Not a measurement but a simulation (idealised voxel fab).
Process module under the name voxel ribs on slabs
This is section cut - it's 295 nm across, gridded in 5 nm square cells.
Bands, listed from the top down, are how a cross-section gets written in this document; the cross-section itself is a grid of square cells, and a band is one or more rows of them. Look at the band entry: it leads with the top's height and the bottom's height in nm. Then it lists the materials left to right, with a width in nm for each. The word "throughout" on a single material says that material fills the band edge to edge. The word "air" is empty space. Measure heights from 0. That's the level where, below it, the as-received wafer is all one material. The lowest band is bottomless and extends downward; write it as in "top 0, no bottom". Note: "30..40" means the width goes from the first number (top row of the band) to the second number (bottom row) in equal steps per row of cells. No cell of the cross-section changed in a step that is given as "no change occurred". "Closed voids list" means: voids of 8 cells or more that are shut off from the top with no open way through. Written width x height at distance, distance from the left edge, in nm. If you see something after the settings on a step's line, that's the simulator's own remark about that step. overlay nm: how far to the right of its planned place the mask lay on this masked step (negative: to the left).
Planned process steps:
1. op RECEIVE | material Si
2. op DIRECTIONAL_DEP | material SiO2 | thk nm 30
3. op DIRECTIONAL_DEP | material SiN | thk nm 15
4. op DIRECTIONAL_DEP | material aC | thk nm 10
5. op PATTERN | tone cover | mask id RIB | material resist | width nm 20 | thk nm 25 | overlay nm 0
6. op DIRECTIONAL_ETCH | etch materials aC | depth nm 10
7. op STRIP | etch materials resist
8. op DIRECTIONAL_ETCH | etch materials SiN | depth nm 5
9. op STRIP | etch materials aC
10. op PATTERN | tone cover | mask id SLAB | material resist | width nm 70 | thk nm 15 | overlay nm 0
11. op DIRECTIONAL_ETCH | etch materials SiN | depth nm 10
12. op STRIP | etch materials resist
13. op FILL_DEP | material SiO2 | thk nm 20
14. op CMP | height nm 55
15. op DIRECTIONAL_DEP | material TiN | thk nm 5
16. op PATTERN | tone cover | mask id HEATER | material resist | width nm 30 | thk nm 15 | overlay nm 0
17. op DIRECTIONAL_ETCH | etch materials TiN | depth nm 5
18. op STRIP | etch materials resist
19. op CONFORMAL_DEP | material SiN | thk nm 10
Cross-section of the wafer upon arrival, representing the state reached after step 1:
	top 0, no bottom: Si throughout
	Closed voids list: none
Module complete - cross-section of the first of two wafers, run according to plan:
	top 70, bottom 65: air: 120, then SiN: 50, then air: 125
	top 65, bottom 60: SiN throughout
	top 60, bottom 55: SiN: 130, then TiN: 30, then SiN: 135
	top 55, bottom 45: SiO2 throughout
	top 45, bottom 40: SiO2: 135, then SiN: 20, then SiO2: 140
	top 40, bottom 30: SiO2: 110, then SiN: 70, then SiO2: 115
	top 30, bottom 0: SiO2 throughout
	top 0, no bottom: Si throughout
	Closed voids list: none
Second wafer through the module, sectioned at the end: same beginning and same plan as the first wafer, with one mistake in carrying it out:
	top 70, bottom 65: air: 120, then SiN: 50, then air: 125
	top 65, bottom 60: SiN throughout
	top 60, bottom 55: SiN: 130, then TiN: 30, then SiN: 135
	top 55, bottom 45: SiO2 throughout
	top 45, bottom 40: SiO2: 135, then SiN: 20, then SiO2: 140
	top 40, bottom 30: SiO2: 105, then SiN: 80, then SiO2: 110
	top 30, bottom 0: SiO2 throughout
	top 0, no bottom: Si throughout
	Closed voids list: none
Where did the run depart from the plan? step 10 was not run as planned; what actually ran was op PATTERN | tone cover | mask id SLAB | material resist | width nm 80 | thk nm 15 | overlay nm 0
The second wafer ends with more or fewer cells of some materials than the first, per final count: SiN +4, SiO2 -4
